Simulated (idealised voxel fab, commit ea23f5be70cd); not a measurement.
Process module in this document: voxel capacitor over wiring
Section cut is 215 nm wide and gridded with 5 nm square cells.
Cross-section = grid of square cells, listed top down in bands; band = one or more rows.
Each band's line starts with the height of the band's top and of its bottom, in nm. Then come its materials from left to right, each with its width in nm. One material with "throughout" fills the band from edge to edge. "air" is empty space.
Convention: height 0 is the level below which the wafer, as received, is all one material. The lowest band does not terminate at the bottom but continues downward, represented as "top 0, no bottom".
The two numbers in a width such as "30->40" mark its ends across the band: the first belongs to the top row of cells, the second to the bottom row, and from each row to the next the width moves by the same amount.
Take "no change occurred" at face value: in the step it is given for, the cross-section changed in none of its cells.
"Tabulated closed voids": empty spaces of 8 cells or more with no open way to the top, each given as width x height at distance, distance from the left edge, all in nm.
Whatever follows a step's settings on its line is a remark the simulator itself makes about that step.
Among the settings permitted on a step's line is "overlay nm"; applied to a step with a mask, it specifies the extent to which the mask lay to the right of its planned position, whereas a negative figure signifies a position to the left.
Guide to the pairs. Each holds a before and an after cross-section around one process step; the after cross-section is cut off at the lowest band that changed. Look under the pair for the step between them and its settings. Pairs can come from different runs of this module on the same starting wafer, so a pair follows on from the one above it only where its entry headed "Status before step" says it does.
Status before step:
> top 0, no bottom = Si throughout
> Tabulated closed voids: none
Section, Post-Step:
> top 15, bottom 0 = SiO2 throughout
> Everything under 0 stays put, no change at all.
> Tabulated closed voids: none
The two cross-sections above bracket this step: CONFORMAL_DEP,material SiO2,thk nm 15
Status before step: The structure entering this step is exactly what the pair just above shows after its step.
Section, Post-Step:
> top 20, bottom 15 = TiN throughout
> Everything under 15 stays put, no change at all.
> Tabulated closed voids: none
The two cross-sections above bracket this step: DIRECTIONAL_DEP,material TiN,thk nm 5
Status before step: The structure entering this step is exactly what the pair just above shows after its step.
Section, Post-Step:
> top 35, bottom 20 = W throughout
> Everything under 20 stays put, no change at all.
> Tabulated closed voids: none
The two cross-sections above bracket this step: DIRECTIONAL_DEP,material W,thk nm 15
Status before step: The structure entering this step is exactly what the pair just above shows after its step.
Section, Post-Step:
> top 50, bottom 35 = aC throughout
> Everything under 35 stays put, no change at all.
> Tabulated closed voids: none
The two cross-sections above bracket this step: DIRECTIONAL_DEP,material aC,thk nm 15
Status before step: The structure entering this step is exactly what the pair just above shows after its step.
Section, Post-Step:
> top 85, bottom 50 = air (60)  resist (20)  air (50)  resist (20)  air (65)
> Everything under 50 stays put, no change at all.
> Tabulated closed voids: none
The two cross-sections above bracket this step: PATTERN,tone cover,mask id METAL_1,material resist,width nm 20,pitch nm 70,thk nm 35,overlay nm 0
Status before step: The structure entering this step is exactly what the pair just above shows after its step.
Section, Post-Step:
> top 70, bottom 50 = air (60)  resist (20)  air (50)  resist (20)  air (65)
> top 50, bottom 35 = air (60)  aC (20)  air (50)  aC (20)  air (65)
> Everything under 35 stays put, no change at all.
> Tabulated closed voids: none
The two cross-sections above bracket this step: DIRECTIONAL_ETCH,etch materials aC,depth nm 15
Status before step: The structure entering this step is exactly what the pair just above shows after its step.
Section, Post-Step:
> top 50, bottom 35 = air (60)  aC (20)  air (50)  aC (20)  air (65)
> Everything under 35 stays put, no change at all.
> Tabulated closed voids: none
The two cross-sections above bracket this step: STRIP,etch materials resist
Status before step: The structure entering this step is exactly what the pair just above shows after its step.
Section, Post-Step:
> top 50, bottom 35 = air (60)  aC (20)  air (50)  aC (20)  air (65)
> top 35, bottom 20 = air (60)  W (20)  air (50)  W (20)  air (65)
> Everything under 20 stays put, no change at all.
> Tabulated closed voids: none
The two cross-sections above bracket this step: DIRECTIONAL_ETCH,etch materials W,depth nm 15
Status before step: The structure entering this step is exactly what the pair just above shows after its step.
Section, Post-Step:
> top 50, bottom 35 = air (60)  aC (20)  air (50)  aC (20)  air (65)
> top 35, bottom 20 = air (60)  W (20)  air (50)  W (20)  air (65)
> top 20, bottom 15 = air (60)  TiN (20)  air (50)  TiN (20)  air (65)
> Everything under 15 stays put, no change at all.
> Tabulated closed voids: none
The two cross-sections above bracket this step: DIRECTIONAL_ETCH,etch materials TiN,depth nm 5
Status before step: The structure entering this step is exactly what the pair just above shows after its step.
Section, Post-Step:
> top 35, bottom 20 = air (60)  W (20)  air (50)  W (20)  air (65)
> Everything under 20 stays put, no change at all.
> Tabulated closed voids: none
The two cross-sections above bracket this step: STRIP,etch materials aC
Status before step: The structure entering this step is exactly what the pair just above shows after its step.
Section, Post-Step:
> top 40, bottom 35 = air (55)  SiN (30)  air (40)  SiN (30)  air (60)
> top 35, bottom 20 = air (55)  SiN (5)  W (20)  SiN (5)  air (40)  SiN (5)  W (20)  SiN (5)  air (60)
> top 20, bottom 15 = SiN (60)  TiN (20)  SiN (50)  TiN (20)  SiN (65)
> Everything under 15 stays put, no change at all.
> Tabulated closed voids: none
The two cross-sections above bracket this step: CONFORMAL_DEP,material SiN,thk nm 5
Status before step: The structure entering this step is exactly what the pair just above shows after its step.
Section, Post-Step:
> top 50, bottom 40 = lowk throughout
> top 40, bottom 35 = lowk (55)  SiN (30)  lowk (40)  SiN (30)  lowk (60)
> top 35, bottom 20 = lowk (55)  SiN (5)  W (20)  SiN (5)  lowk (40)  SiN (5)  W (20)  SiN (5)  lowk (60)
> Everything under 20 stays put, no change at all.
> Tabulated closed voids: none
The two cross-sections above bracket this step: FILL_DEP,material lowk,thk nm 10
Status before step: The structure entering this step is exactly what the pair just above shows after its step.
Section, Post-Step:
> top 35, bottom 20 = lowk (55)  SiN (5)  W (20)  SiN (5)  lowk (40)  SiN (5)  W (20)  SiN (5)  lowk (60)
> Everything under 20 stays put, no change at all.
> Tabulated closed voids: none
The two cross-sections above bracket this step: CMP,height nm 35
Status before step: The structure entering this step is exactly what the pair just above shows after its step.
Section, Post-Step:
> top 40, bottom 35 = SiCN throughout
> Everything under 35 stays put, no change at all.
> Tabulated closed voids: none
The two cross-sections above bracket this step: CONFORMAL_DEP,material SiCN,thk nm 5
Status before step: The structure entering this step is exactly what the pair just above shows after its step.
Section, Post-Step:
> top 60, bottom 40 = lowk throughout
> Everything under 40 stays put, no change at all.
> Tabulated closed voids: none
The two cross-sections above bracket this step: DIRECTIONAL_DEP,material lowk,thk nm 20
Status before step: The structure entering this step is exactly what the pair just above shows after its step.
Section, Post-Step:
> top 60, bottom 40 = lowk (65)  air (15)  lowk (135)
> Everything under 40 stays put, no change at all.
> Tabulated closed voids: none
The two cross-sections above bracket this step: MASKED_ETCH,tone open,mask id PLUG_1,width nm 15,etch materials lowk,depth nm 20,overlay nm 0
Status before step: The structure entering this step is exactly what the pair just above shows after its step.
Section, Post-Step:
> top 60, bottom 40 = lowk (65)  air (15)  lowk (135)
> top 40, bottom 35 = SiCN (65)  air (15)  SiCN (135)
> Everything under 35 stays put, no change at all.
> Tabulated closed voids: none
The two cross-sections above bracket this step: MASKED_ETCH,tone open,mask id PLUG_1,width nm 15,etch materials SiCN,depth nm 5,overlay nm 0
Status before step: The structure entering this step is exactly what the pair just above shows after its step.
Section, Post-Step:
> top 65, bottom 60 = TiN (70)  air (5)  TiN (140)
> top 60, bottom 40 = lowk (65)  TiN (5)  air (5)  TiN (5)  lowk (135)
> top 40, bottom 35 = SiCN (65)  TiN (15)  SiCN (135)
> Everything under 35 stays put, no change at all.
> Tabulated closed voids: none
The two cross-sections above bracket this step: CONFORMAL_DEP,material TiN,thk nm 5
Status before step: The structure entering this step is exactly what the pair just above shows after its step.
Section, Post-Step:
> top 75, bottom 65 = Cu throughout
> top 65, bottom 60 = TiN (70)  Cu (5)  TiN (140)
> top 60, bottom 40 = lowk (65)  TiN (5)  Cu (5)  TiN (5)  lowk (135)
> Everything under 40 stays put, no change at all.
> Tabulated closed voids: none
The two cross-sections above bracket this step: FILL_DEP,material Cu,thk nm 10
Status before step: The structure entering this step is exactly what the pair just above shows after its step.
Section, Post-Step:
> top 60, bottom 40 = lowk (65)  TiN (5)  Cu (5)  TiN (5)  lowk (135)
> Everything under 40 stays put, no change at all.
> Tabulated closed voids: none
The two cross-sections above bracket this step: CMP,height nm 60
Status before step: The structure entering this step is exactly what the pair just above shows after its step.
Section, Post-Step:
> top 70, bottom 60 = TiN throughout
> Everything under 60 stays put, no change at all.
> Tabulated closed voids: none
The two cross-sections above bracket this step: DIRECTIONAL_DEP,material TiN,thk nm 10
Status before step: The structure entering this step is exactly what the pair just above shows after its step.
Section, Post-Step:
> top 75, bottom 70 = HfO2 throughout
> Everything under 70 stays put, no change at all.
> Tabulated closed voids: none
The two cross-sections above bracket this step: DIRECTIONAL_DEP,material HfO2,thk nm 5
Status before step: The structure entering this step is exactly what the pair just above shows after its step.
Section, Post-Step:
> top 85, bottom 75 = TiN throughout
> Everything under 75 stays put, no change at all.
> Tabulated closed voids: none
The two cross-sections above bracket this step: DIRECTIONAL_DEP,material TiN,thk nm 10
Status before step: The structure entering this step is exactly what the pair just above shows after its step.
Section, Post-Step:
> top 100, bottom 85 = air (65)  resist (55)  air (95)
> Everything under 85 stays put, no change at all.
> Tabulated closed voids: none
The two cross-sections above bracket this step: PATTERN,tone cover,mask id UPPER_PLATE,material resist,width nm 55,thk nm 15,overlay nm 0
Status before step: The structure entering this step is exactly what the pair just above shows after its step.
Section, Post-Step:
> top 100, bottom 85 = air (65)  resist (55)  air (95)
> top 85, bottom 75 = air (65)  TiN (55)  air (95)
> Everything under 75 stays put, no change at all.
> Tabulated closed voids: none
The two cross-sections above bracket this step: DIRECTIONAL_ETCH,etch materials TiN,depth nm 10
Status before step: The structure entering this step is exactly what the pair just above shows after its step.
Section, Post-Step:
> top 100, bottom 85 = air (65)  resist (55)  air (95)
> top 85, bottom 75 = air (65)  TiN (55)  air (95)
> top 75, bottom 70 = air (65)  HfO2 (55)  air (95)
> Everything under 70 stays put, no change at all.
> Tabulated closed voids: none
The two cross-sections above bracket this step: DIRECTIONAL_ETCH,etch materials HfO2,depth nm 5
Status before step: The structure entering this step is exactly what the pair just above shows after its step.
Section, Post-Step:
> top 85, bottom 75 = air (65)  TiN (55)  air (95)
> Everything under 75 stays put, no change at all.
> Tabulated closed voids: none
The two cross-sections above bracket this step: STRIP,etch materials resist
Status before step: The structure entering this step is exactly what the pair just above shows after its step.
Section, Post-Step:
> top 105, bottom 85 = air (60)  resist (65)  air (90)
> top 85, bottom 75 = air (60)  resist (5)  TiN (55)  resist (5)  air (90)
> top 75, bottom 70 = air (60)  resist (5)  HfO2 (55)  resist (5)  air (90)
> Everything under 70 stays put, no change at all.
> Tabulated closed voids: none
The two cross-sections above bracket this step: PATTERN,tone cover,mask id LOWER_PLATE,material resist,width nm 65,thk nm 20,overlay nm 0
Status before step: The structure entering this step is exactly what the pair just above shows after its step.
Section, Post-Step:
> top 105, bottom 85 = air (60)  resist (65)  air (90)
> top 85, bottom 75 = air (60)  resist (5)  TiN (55)  resist (5)  air (90)
> top 75, bottom 70 = air (60)  resist (5)  HfO2 (55)  resist (5)  air (90)
> top 70, bottom 60 = air (60)  TiN (65)  air (90)
> Everything under 60 stays put, no change at all.
> Tabulated closed voids: none
The two cross-sections above bracket this step: DIRECTIONAL_ETCH,etch materials TiN,depth nm 10
Status before step: The structure entering this step is exactly what the pair just above shows after its step.
Section, Post-Step:
> top 85, bottom 75 = air (65)  TiN (55)  air (95)
> top 75, bottom 70 = air (65)  HfO2 (55)  air (95)
> Everything under 70 stays put, no change at all.
> Tabulated closed voids: none
The two cross-sections above bracket this step: STRIP,etch materials resist
Status before step: The structure entering this step is exactly what the pair just above shows after its step.
Section, Post-Step:
> top 105, bottom 85 = SiO2 throughout
> top 85, bottom 75 = SiO2 (65)  TiN (55)  SiO2 (95)
> top 75, bottom 70 = SiO2 (65)  HfO2 (55)  SiO2 (95)
> top 70, bottom 60 = SiO2 (60)  TiN (65)  SiO2 (90)
> Everything under 60 stays put, no change at all.
> Tabulated closed voids: none
The two cross-sections above bracket this step: FILL_DEP,material SiO2,thk nm 20
Status before step: The structure entering this step is exactly what the pair just above shows after its step.
Section, Post-Step:
> top 100, bottom 85 = SiO2 throughout
> Everything under 85 stays put, no change at all.
> Tabulated closed voids: none
The two cross-sections above bracket this step: CMP,height nm 100
Status before step: The structure entering this step is exactly what the pair just above shows after its step.
Section, Post-Step:
> top 100, bottom 85 = SiO2 (75)  air (15)  SiO2 (125)
> Everything under 85 stays put, no change at all.
> Tabulated closed voids: none
The two cross-sections above bracket this step: MASKED_ETCH,tone open,mask id PLUG_2,width nm 15,etch materials SiO2,depth nm 15,overlay nm 0
Status before step: The structure entering this step is exactly what the pair just above shows after its step.
Section, Post-Step:
> top 105, bottom 100 = TiN (80)  air (5)  TiN (130)
> top 100, bottom 90 = SiO2 (75)  TiN (5)  air (5)  TiN (5)  SiO2 (125)
> top 90, bottom 85 = SiO2 (75)  TiN (15)  SiO2 (125)
> Everything under 85 stays put, no change at all.
> Tabulated closed voids: none
The two cross-sections above bracket this step: CONFORMAL_DEP,material TiN,thk nm 5
Status before step: The structure entering this step is exactly what the pair just above shows after its step.
Section, Post-Step:
> top 115, bottom 105 = Cu throughout
> top 105, bottom 100 = TiN (80)  Cu (5)  TiN (130)
> top 100, bottom 90 = SiO2 (75)  TiN (5)  Cu (5)  TiN (5)  SiO2 (125)
> Everything under 90 stays put, no change at all.
> Tabulated closed voids: none
The two cross-sections above bracket this step: FILL_DEP,material Cu,thk nm 10
Status before step: The structure entering this step is exactly what the pair just above shows after its step.
Section, Post-Step:
> top 100, bottom 90 = SiO2 (75)  TiN (5)  Cu (5)  TiN (5)  SiO2 (125)
> Everything under 90 stays put, no change at all.
> Tabulated closed voids: none
The two cross-sections above bracket this step: CMP,height nm 100
Status before step: The structure entering this step is exactly what the pair just above shows after its step.
Section, Post-Step:
> top 105, bottom 100 = SiN throughout
> Everything under 100 stays put, no change at all.
> Tabulated closed voids: none
The two cross-sections above bracket this step: CONFORMAL_DEP,material SiN,thk nm 5
Status before step:
> top 0, no bottom = Si throughout
> Tabulated closed voids: none
Section, Post-Step:
> top 5, bottom 0 = TiN throughout
> Everything under 0 stays put, no change at all.
> Tabulated closed voids: none
The two cross-sections above bracket this step: DIRECTIONAL_DEP,material TiN,thk nm 5
Status before step: The structure entering this step is exactly what the pair just above shows after its step.
Section, Post-Step:
> top 20, bottom 5 = W throughout
> Everything under 5 stays put, no change at all.
> Tabulated closed voids: none
The two cross-sections above bracket this step: DIRECTIONAL_DEP,material W,thk nm 15
Status before step: The structure entering this step is exactly what the pair just above shows after its step.
Section, Post-Step:
> top 35, bottom 20 = aC throughout
> Everything under 20 stays put, no change at all.
> Tabulated closed voids: none
The two cross-sections above bracket this step: DIRECTIONAL_DEP,material aC,thk nm 15
Status before step: The structure entering this step is exactly what the pair just above shows after its step.
Section, Post-Step:
> top 70, bottom 35 = air (60)  resist (20)  air (50)  resist (20)  air (65)
> Everything under 35 stays put, no change at all.
> Tabulated closed voids: none
The two cross-sections above bracket this step: PATTERN,tone cover,mask id METAL_1,material resist,width nm 20,pitch nm 70,thk nm 35,overlay nm 0
Status before step: The structure entering this step is exactly what the pair just above shows after its step.
Section, Post-Step:
> top 55, bottom 35 = air (60)  resist (20)  air (50)  resist (20)  air (65)
> top 35, bottom 20 = air (60)  aC (20)  air (50)  aC (20)  air (65)
> Everything under 20 stays put, no change at all.
> Tabulated closed voids: none
The two cross-sections above bracket this step: DIRECTIONAL_ETCH,etch materials aC,depth nm 15
Status before step: The structure entering this step is exactly what the pair just above shows after its step.
Section, Post-Step:
> top 35, bottom 20 = air (60)  aC (20)  air (50)  aC (20)  air (65)
> Everything under 20 stays put, no change at all.
> Tabulated closed voids: none
The two cross-sections above bracket this step: STRIP,etch materials resist
Status before step: The structure entering this step is exactly what the pair just above shows after its step.
Section, Post-Step:
> top 35, bottom 20 = air (60)  aC (20)  air (50)  aC (20)  air (65)
> top 20, bottom 5 = air (60)  W (20)  air (50)  W (20)  air (65)
> Everything under 5 stays put, no change at all.
> Tabulated closed voids: none
The two cross-sections above bracket this step: DIRECTIONAL_ETCH,etch materials W,depth nm 15
Status before step: The structure entering this step is exactly what the pair just above shows after its step.
Section, Post-Step:
> top 35, bottom 20 = air (60)  aC (20)  air (50)  aC (20)  air (65)
> top 20, bottom 5 = air (60)  W (20)  air (50)  W (20)  air (65)
> top 5, bottom 0 = air (60)  TiN (20)  air (50)  TiN (20)  air (65)
> Everything under 0 stays put, no change at all.
> Tabulated closed voids: none
The two cross-sections above bracket this step: DIRECTIONAL_ETCH,etch materials TiN,depth nm 5
Status before step: The structure entering this step is exactly what the pair just above shows after its step.
Section, Post-Step:
> top 20, bottom 5 = air (60)  W (20)  air (50)  W (20)  air (65)
> Everything under 5 stays put, no change at all.
> Tabulated closed voids: none
The two cross-sections above bracket this step: STRIP,etch materials aC
Status before step: The structure entering this step is exactly what the pair just above shows after its step.
Section, Post-Step:
> top 25, bottom 20 = air (55)  SiN (30)  air (40)  SiN (30)  air (60)
> top 20, bottom 5 = air (55)  SiN (5)  W (20)  SiN (5)  air (40)  SiN (5)  W (20)  SiN (5)  air (60)
> top 5, bottom 0 = SiN (60)  TiN (20)  SiN (50)  TiN (20)  SiN (65)
> Everything under 0 stays put, no change at all.
> Tabulated closed voids: none
The two cross-sections above bracket this step: CONFORMAL_DEP,material SiN,thk nm 5
Status before step: The structure entering this step is exactly what the pair just above shows after its step.
Section, Post-Step:
> top 35, bottom 25 = lowk throughout
> top 25, bottom 20 = lowk (55)  SiN (30)  lowk (40)  SiN (30)  lowk (60)
> top 20, bottom 5 = lowk (55)  SiN (5)  W (20)  SiN (5)  lowk (40)  SiN (5)  W (20)  SiN (5)  lowk (60)
> Everything under 5 stays put, no change at all.
> Tabulated closed voids: none
The two cross-sections above bracket this step: FILL_DEP,material lowk,thk nm 10
Status before step: The structure entering this step is exactly what the pair just above shows after its step.
Section, Post-Step:
> top 40, bottom 35 = SiCN throughout
> Everything under 35 stays put, no change at all.
> Tabulated closed voids: none
The two cross-sections above bracket this step: CONFORMAL_DEP,material SiCN,thk nm 5
Status before step: The structure entering this step is exactly what the pair just above shows after its step.
Section, Post-Step:
> top 60, bottom 40 = lowk throughout
> Everything under 40 stays put, no change at all.
> Tabulated closed voids: none
The two cross-sections above bracket this step: DIRECTIONAL_DEP,material lowk,thk nm 20
Status before step: The structure entering this step is exactly what the pair just above shows after its step.
Section, Post-Step:
> top 60, bottom 40 = lowk (65)  air (15)  lowk (135)
> Everything under 40 stays put, no change at all.
> Tabulated closed voids: none
The two cross-sections above bracket this step: MASKED_ETCH,tone open,mask id PLUG_1,width nm 15,etch materials lowk,depth nm 20,overlay nm 0
Status before step: The structure entering this step is exactly what the pair just above shows after its step.
Section, Post-Step:
> top 60, bottom 40 = lowk (65)  air (15)  lowk (135)
> top 40, bottom 35 = SiCN (65)  air (15)  SiCN (135)
> Everything under 35 stays put, no change at all.
> Tabulated closed voids: none
The two cross-sections above bracket this step: MASKED_ETCH,tone open,mask id PLUG_1,width nm 15,etch materials SiCN,depth nm 5,overlay nm 0
Status before step: The structure entering this step is exactly what the pair just above shows after its step.
Section, Post-Step:
> top 65, bottom 60 = TiN (70)  air (5)  TiN (140)
> top 60, bottom 40 = lowk (65)  TiN (5)  air (5)  TiN (5)  lowk (135)
> top 40, bottom 35 = SiCN (65)  TiN (15)  SiCN (135)
> Everything under 35 stays put, no change at all.
> Tabulated closed voids: none
The two cross-sections above bracket this step: CONFORMAL_DEP,material TiN,thk nm 5
Status before step: The structure entering this step is exactly what the pair just above shows after its step.
Section, Post-Step:
> top 75, bottom 65 = Cu throughout
> top 65, bottom 60 = TiN (70)  Cu (5)  TiN (140)
> top 60, bottom 40 = lowk (65)  TiN (5)  Cu (5)  TiN (5)  lowk (135)
> Everything under 40 stays put, no change at all.
> Tabulated closed voids: none
The two cross-sections above bracket this step: FILL_DEP,material Cu,thk nm 10
Status before step: The structure entering this step is exactly what the pair just above shows after its step.
Section, Post-Step:
> top 60, bottom 40 = lowk (65)  TiN (5)  Cu (5)  TiN (5)  lowk (135)
> Everything under 40 stays put, no change at all.
> Tabulated closed voids: none
The two cross-sections above bracket this step: CMP,height nm 60
Status before step: The structure entering this step is exactly what the pair just above shows after its step.
Section, Post-Step:
> top 70, bottom 60 = TiN throughout
> Everything under 60 stays put, no change at all.
> Tabulated closed voids: none
The two cross-sections above bracket this step: DIRECTIONAL_DEP,material TiN,thk nm 10
Status before step: The structure entering this step is exactly what the pair just above shows after its step.
Section, Post-Step:
> top 75, bottom 70 = HfO2 throughout
> Everything under 70 stays put, no change at all.
> Tabulated closed voids: none
The two cross-sections above bracket this step: DIRECTIONAL_DEP,material HfO2,thk nm 5
Status before step: The structure entering this step is exactly what the pair just above shows after its step.
Section, Post-Step:
> top 85, bottom 75 = TiN throughout
> Everything under 75 stays put, no change at all.
> Tabulated closed voids: none
The two cross-sections above bracket this step: DIRECTIONAL_DEP,material TiN,thk nm 10
Status before step: The structure entering this step is exactly what the pair just above shows after its step.
Section, Post-Step:
> top 100, bottom 85 = air (65)  resist (55)  air (95)
> Everything under 85 stays put, no change at all.
> Tabulated closed voids: none
The two cross-sections above bracket this step: PATTERN,tone cover,mask id UPPER_PLATE,material resist,width nm 55,thk nm 15,overlay nm 0
Status before step: The structure entering this step is exactly what the pair just above shows after its step.
Section, Post-Step:
> top 100, bottom 85 = air (65)  resist (55)  air (95)
> top 85, bottom 75 = air (65)  TiN (55)  air (95)
> Everything under 75 stays put, no change at all.
> Tabulated closed voids: none
The two cross-sections above bracket this step: DIRECTIONAL_ETCH,etch materials TiN,depth nm 10
Status before step: The structure entering this step is exactly what the pair just above shows after its step.
Section, Post-Step:
> top 100, bottom 85 = air (65)  resist (55)  air (95)
> top 85, bottom 75 = air (65)  TiN (55)  air (95)
> top 75, bottom 70 = air (65)  HfO2 (55)  air (95)
> Everything under 70 stays put, no change at all.
> Tabulated closed voids: none
The two cross-sections above bracket this step: DIRECTIONAL_ETCH,etch materials HfO2,depth nm 5
Status before step: The structure entering this step is exactly what the pair just above shows after its step.
Section, Post-Step:
> top 85, bottom 75 = air (65)  TiN (55)  air (95)
> Everything under 75 stays put, no change at all.
> Tabulated closed voids: none
The two cross-sections above bracket this step: STRIP,etch materials resist
Status before step: The structure entering this step is exactly what the pair just above shows after its step.
Section, Post-Step:
> top 105, bottom 85 = air (60)  resist (65)  air (90)
> top 85, bottom 75 = air (60)  resist (5)  TiN (55)  resist (5)  air (90)
> top 75, bottom 70 = air (60)  resist (5)  HfO2 (55)  resist (5)  air (90)
> Everything under 70 stays put, no change at all.
> Tabulated closed voids: none
The two cross-sections above bracket this step: PATTERN,tone cover,mask id LOWER_PLATE,material resist,width nm 65,thk nm 20,overlay nm 0
Status before step: The structure entering this step is exactly what the pair just above shows after its step.
Section, Post-Step:
> top 105, bottom 85 = air (60)  resist (65)  air (90)
> top 85, bottom 75 = air (60)  resist (5)  TiN (55)  resist (5)  air (90)
> top 75, bottom 70 = air (60)  resist (5)  HfO2 (55)  resist (5)  air (90)
> top 70, bottom 60 = air (60)  TiN (65)  air (90)
> Everything under 60 stays put, no change at all.
> Tabulated closed voids: none
The two cross-sections above bracket this step: DIRECTIONAL_ETCH,etch materials TiN,depth nm 10
Status before step: The structure entering this step is exactly what the pair just above shows after its step.
Section, Post-Step:
> top 85, bottom 75 = air (65)  TiN (55)  air (95)
> top 75, bottom 70 = air (65)  HfO2 (55)  air (95)
> Everything under 70 stays put, no change at all.
> Tabulated closed voids: none
The two cross-sections above bracket this step: STRIP,etch materials resist
Status before step: The structure entering this step is exactly what the pair just above shows after its step.
Section, Post-Step:
> top 105, bottom 85 = SiO2 throughout
> top 85, bottom 75 = SiO2 (65)  TiN (55)  SiO2 (95)
> top 75, bottom 70 = SiO2 (65)  HfO2 (55)  SiO2 (95)
> top 70, bottom 60 = SiO2 (60)  TiN (65)  SiO2 (90)
> Everything under 60 stays put, no change at all.
> Tabulated closed voids: none
The two cross-sections above bracket this step: FILL_DEP,material SiO2,thk nm 20
Status before step: The structure entering this step is exactly what the pair just above shows after its step.
Section, Post-Step:
> top 100, bottom 85 = SiO2 throughout
> Everything under 85 stays put, no change at all.
> Tabulated closed voids: none
The two cross-sections above bracket this step: CMP,height nm 100
Status before step: The structure entering this step is exactly what the pair just above shows after its step.
Section, Post-Step:
> top 100, bottom 85 = SiO2 (75)  air (15)  SiO2 (125)
> Everything under 85 stays put, no change at all.
> Tabulated closed voids: none
The two cross-sections above bracket this step: MASKED_ETCH,tone open,mask id PLUG_2,width nm 15,etch materials SiO2,depth nm 15,overlay nm 0
Status before step: The structure entering this step is exactly what the pair just above shows after its step.
Section, Post-Step:
> top 105, bottom 100 = TiN (80)  air (5)  TiN (130)
> top 100, bottom 90 = SiO2 (75)  TiN (5)  air (5)  TiN (5)  SiO2 (125)
> top 90, bottom 85 = SiO2 (75)  TiN (15)  SiO2 (125)
> Everything under 85 stays put, no change at all.
> Tabulated closed voids: none
The two cross-sections above bracket this step: CONFORMAL_DEP,material TiN,thk nm 5
Status before step: The structure entering this step is exactly what the pair just above shows after its step.
Section, Post-Step:
> top 115, bottom 105 = Cu throughout
> top 105, bottom 100 = TiN (80)  Cu (5)  TiN (130)
> top 100, bottom 90 = SiO2 (75)  TiN (5)  Cu (5)  TiN (5)  SiO2 (125)
> Everything under 90 stays put, no change at all.
> Tabulated closed voids: none
The two cross-sections above bracket this step: FILL_DEP,material Cu,thk nm 10
Status before step: The structure entering this step is exactly what the pair just above shows after its step.
Section, Post-Step:
> top 100, bottom 90 = SiO2 (75)  TiN (5)  Cu (5)  TiN (5)  SiO2 (125)
> Everything under 90 stays put, no change at all.
> Tabulated closed voids: none
The two cross-sections above bracket this step: CMP,height nm 100
Status before step: The structure entering this step is exactly what the pair just above shows after its step.
Section, Post-Step:
> top 105, bottom 100 = SiN throughout
> Everything under 100 stays put, no change at all.
> Tabulated closed voids: none
The two cross-sections above bracket this step: CONFORMAL_DEP,material SiN,thk nm 5
Status before step:
> top 15, bottom 0 = SiO2 throughout
> top 0, no bottom = Si throughout
> Tabulated closed voids: none
Section, Post-Step:
> top 30, bottom 0 = SiO2 throughout
> Everything under 0 stays put, no change at all.
> Tabulated closed voids: none
The two cross-sections above bracket this step: CONFORMAL_DEP,material SiO2,thk nm 15
Status before step: The structure entering this step is exactly what the pair just above shows after its step.
Section, Post-Step:
> top 35, bottom 30 = TiN throughout
> Everything under 30 stays put, no change at all.
> Tabulated closed voids: none
The two cross-sections above bracket this step: DIRECTIONAL_DEP,material TiN,thk nm 5
Status before step: The structure entering this step is exactly what the pair just above shows after its step.
Section, Post-Step:
> top 50, bottom 35 = W throughout
> Everything under 35 stays put, no change at all.
> Tabulated closed voids: none
The two cross-sections above bracket this step: DIRECTIONAL_DEP,material W,thk nm 15
Status before step: The structure entering this step is exactly what the pair just above shows after its step.
Section, Post-Step:
> top 65, bottom 50 = aC throughout
> Everything under 50 stays put, no change at all.
> Tabulated closed voids: none
The two cross-sections above bracket this step: DIRECTIONAL_DEP,material aC,thk nm 15
Status before step: The structure entering this step is exactly what the pair just above shows after its step.
Section, Post-Step:
> top 100, bottom 65 = air (60)  resist (20)  air (50)  resist (20)  air (65)
> Everything under 65 stays put, no change at all.
> Tabulated closed voids: none
The two cross-sections above bracket this step: PATTERN,tone cover,mask id METAL_1,material resist,width nm 20,pitch nm 70,thk nm 35,overlay nm 0
Status before step: The structure entering this step is exactly what the pair just above shows after its step.
Section, Post-Step:
> top 85, bottom 65 = air (60)  resist (20)  air (50)  resist (20)  air (65)
> top 65, bottom 50 = air (60)  aC (20)  air (50)  aC (20)  air (65)
> Everything under 50 stays put, no change at all.
> Tabulated closed voids: none
The two cross-sections above bracket this step: DIRECTIONAL_ETCH,etch materials aC,depth nm 15
Status before step: The structure entering this step is exactly what the pair just above shows after its step.
Section, Post-Step:
> top 65, bottom 50 = air (60)  aC (20)  air (50)  aC (20)  air (65)
> Everything under 50 stays put, no change at all.
> Tabulated closed voids: none
The two cross-sections above bracket this step: STRIP,etch materials resist
Status before step: The structure entering this step is exactly what the pair just above shows after its step.
Section, Post-Step:
> top 65, bottom 50 = air (60)  aC (20)  air (50)  aC (20)  air (65)
> top 50, bottom 35 = air (60)  W (20)  air (50)  W (20)  air (65)
> Everything under 35 stays put, no change at all.
> Tabulated closed voids: none
The two cross-sections above bracket this step: DIRECTIONAL_ETCH,etch materials W,depth nm 15
Status before step: The structure entering this step is exactly what the pair just above shows after its step.
Section, Post-Step:
> top 65, bottom 50 = air (60)  aC (20)  air (50)  aC (20)  air (65)
> top 50, bottom 35 = air (60)  W (20)  air (50)  W (20)  air (65)
> top 35, bottom 30 = air (60)  TiN (20)  air (50)  TiN (20)  air (65)
> Everything under 30 stays put, no change at all.
> Tabulated closed voids: none
The two cross-sections above bracket this step: DIRECTIONAL_ETCH,etch materials TiN,depth nm 5
Status before step: The structure entering this step is exactly what the pair just above shows after its step.
Section, Post-Step:
> top 50, bottom 35 = air (60)  W (20)  air (50)  W (20)  air (65)
> Everything under 35 stays put, no change at all.
> Tabulated closed voids: none
The two cross-sections above bracket this step: STRIP,etch materials aC
Status before step: The structure entering this step is exactly what the pair just above shows after its step.
Section, Post-Step:
> top 55, bottom 50 = air (55)  SiN (30)  air (40)  SiN (30)  air (60)
> top 50, bottom 35 = air (55)  SiN (5)  W (20)  SiN (5)  air (40)  SiN (5)  W (20)  SiN (5)  air (60)
> top 35, bottom 30 = SiN (60)  TiN (20)  SiN (50)  TiN (20)  SiN (65)
> Everything under 30 stays put, no change at all.
> Tabulated closed voids: none
The two cross-sections above bracket this step: CONFORMAL_DEP,material SiN,thk nm 5
Status before step: The structure entering this step is exactly what the pair just above shows after its step.
Section, Post-Step:
> top 65, bottom 55 = lowk throughout
> top 55, bottom 50 = lowk (55)  SiN (30)  lowk (40)  SiN (30)  lowk (60)
> top 50, bottom 35 = lowk (55)  SiN (5)  W (20)  SiN (5)  lowk (40)  SiN (5)  W (20)  SiN (5)  lowk (60)
> Everything under 35 stays put, no change at all.
> Tabulated closed voids: none
The two cross-sections above bracket this step: FILL_DEP,material lowk,thk nm 10
Status before step: The structure entering this step is exactly what the pair just above shows after its step.
Section, Post-Step:
> top 35, bottom 30 = SiN (60)  TiN (20)  SiN (50)  TiN (20)  SiN (65)
> Everything under 30 stays put, no change at all.
> Tabulated closed voids: none
The two cross-sections above bracket this step: CMP,height nm 35
